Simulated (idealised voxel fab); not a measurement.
The name of this process module is voxel capacitor over wiring.
The cross-section on display is named cut; it measures 265 nm wide, and its cells are 5 nm squares.
Just so we're on the same page, the cross-sections are grids of square cells, and they're listed out in bands top to bottom, each band one or more rows deep. Each band's line starts with the height of the band's top and of its bottom, in nm. Then come its materials from left to right, each with its width in nm. One material with "full width" fills the band from edge to edge. "blank" is empty space. Below 0: as-received wafer, all one material; heights counted from there. Lowest band: no bottom, goes on down, written "0..down". Width "30 to 40": first value at the band's top row of cells, second value at its bottom row, equal change from row to row. The designation "nothing altered", where it is given for a processing step, indicates that no cell of the cross-section was altered in the course of that step. For the entry "Sealed internal voids", the listed items are empty spaces with no open way to the top whose size is 8 cells or more; each item follows the pattern width x height at distance, where distance is from the left edge and all three are in nm. Text after the settings on a step's line: the simulator's own remark on that step. The line of a step may include "overlay nm". On a step with a mask, this value is how far to the right of its planned place the mask lay. A negative value means the mask lay to the left.
THE STEPS PLANNED FOR THE PROCESS ARE AS FOLLOWS
| 1 | RECEIVE (material Si) |
| 2 | CONFORMAL_DEP (material SiO2; thk nm 10) |
| 3 | CONFORMAL_DEP (material SiN; thk nm 5) |
| 4 | DIRECTIONAL_DEP (material lowk; thk nm 15) |
| 5 | DIRECTIONAL_DEP (material aC; thk nm 10) |
| 6 | PATTERN (tone open; mask id METAL_1; material resist; width nm 30; pitch nm 100; thk nm 25; overlay nm 0) |
| 7 | DIRECTIONAL_ETCH (etch materials aC; depth nm 5) |
| 8 | STRIP (etch materials resist) |
| 9 | DIRECTIONAL_ETCH (etch materials lowk; depth nm 15) |
| 10 | DIRECTIONAL_ETCH (etch materials SiN; depth nm 5) |
| 11 | STRIP (etch materials aC) |
| 12 | CONFORMAL_DEP (material TiN; thk nm 5) |
| 13 | FILL_DEP (material Cu; thk nm 10) |
| 14 | CMP (height nm 30) |
| 15 | EPI (material Ru; thk nm 5) |
| 16 | FILL_DEP (material SiCN; thk nm 5) |
| 17 | DIRECTIONAL_DEP (material lowk; thk nm 20) |
| 18 | MASKED_ETCH (tone open; mask id PLUG_1; width nm 15; etch materials lowk; depth nm 20; overlay nm 0) |
| 19 | MASKED_ETCH (tone open; mask id PLUG_1; width nm 15; etch materials SiCN; depth nm 5; overlay nm 0) |
| 20 | EPI (material Ru; thk nm 10) |
| 21 | EPI (material Ru; thk nm 10) |
| 22 | EPI (material Ru; thk nm 5) |
| 23 | DIRECTIONAL_DEP (material TiN; thk nm 10) |
| 24 | DIRECTIONAL_DEP (material Al2O3; thk nm 5) |
| 25 | DIRECTIONAL_DEP (material TiN; thk nm 5) |
| 26 | PATTERN (tone cover; mask id UPPER_PLATE; material resist; width nm 75; thk nm 15; overlay nm 0) |
| 27 | DIRECTIONAL_ETCH (etch materials TiN; depth nm 5) |
| 28 | DIRECTIONAL_ETCH (etch materials Al2O3; depth nm 5) |
| 29 | STRIP (etch materials resist) |
| 30 | MASKED_ETCH (tone cover; mask id LOWER_PLATE; width nm 85; etch materials TiN; depth nm 10; overlay nm 0) |
| 31 | FILL_DEP (material SiO2; thk nm 15) |
| 32 | CMP (height nm 90) |
| 33 | DIRECTIONAL_DEP (material aC; thk nm 15) |
| 34 | PATTERN (tone open; mask id PLUG_2; material resist; width nm 15; thk nm 35; overlay nm 0) |
| 35 | DIRECTIONAL_ETCH (etch materials aC; depth nm 15) |
| 36 | STRIP (etch materials resist) |
| 37 | DIRECTIONAL_ETCH (etch materials SiO2; depth nm 10) |
| 38 | STRIP (etch materials aC) |
| 39 | CONFORMAL_DEP (material TiN; thk nm 5) |
| 40 | FILL_DEP (material Ru; thk nm 10) |
| 41 | CMP (height nm 90) |
| 42 | CONFORMAL_DEP (material SiCN; thk nm 5) |
For clarity, it should be stated that the wafers under discussion commence in an identical condition and differ with respect to the depth nm of step 7, the plan indicating the value that the first wafer had.
AS RECEIVED, I.E. AFTER STEP 1: CROSS-SECTION THROUGH THE FIRST OF SEVERAL WAFERS
  0..down  Si full width
  Sealed internal voids: none
ROWS = WAFERS. AT MODULE END, EACH ROW LISTS PER MATERIAL THE CELLS GAINED (+) OR LOST (-) SINCE THE WAFER WAS RECEIVED, THEN THE CLOSED VOIDS
depth nm 5, +15 Al2O3, +1 Ru, +103 SiCN, +53 SiN, +422 SiO2, +54 TiN, +359 lowk, Sealed internal voids: none
depth nm 10, +15 Al2O3, +24 Cu, +32 Ru, +140 SiCN, +41 SiN, +354 SiO2, +78 TiN, +323 lowk, Sealed internal voids: none
depth nm 15, +15 Al2O3, +24 Cu, +32 Ru, +140 SiCN, +41 SiN, +354 SiO2, +78 TiN, +323 lowk, Sealed internal voids: none
depth nm 20, +15 Al2O3, +24 Cu, +32 Ru, +140 SiCN, +41 SiN, +354 SiO2, +78 TiN, +323 lowk, Sealed internal voids: none
depth nm 25, +15 Al2O3, +24 Cu, +32 Ru, +140 SiCN, +41 SiN, +354 SiO2, +78 TiN, +323 lowk, Sealed internal voids: none
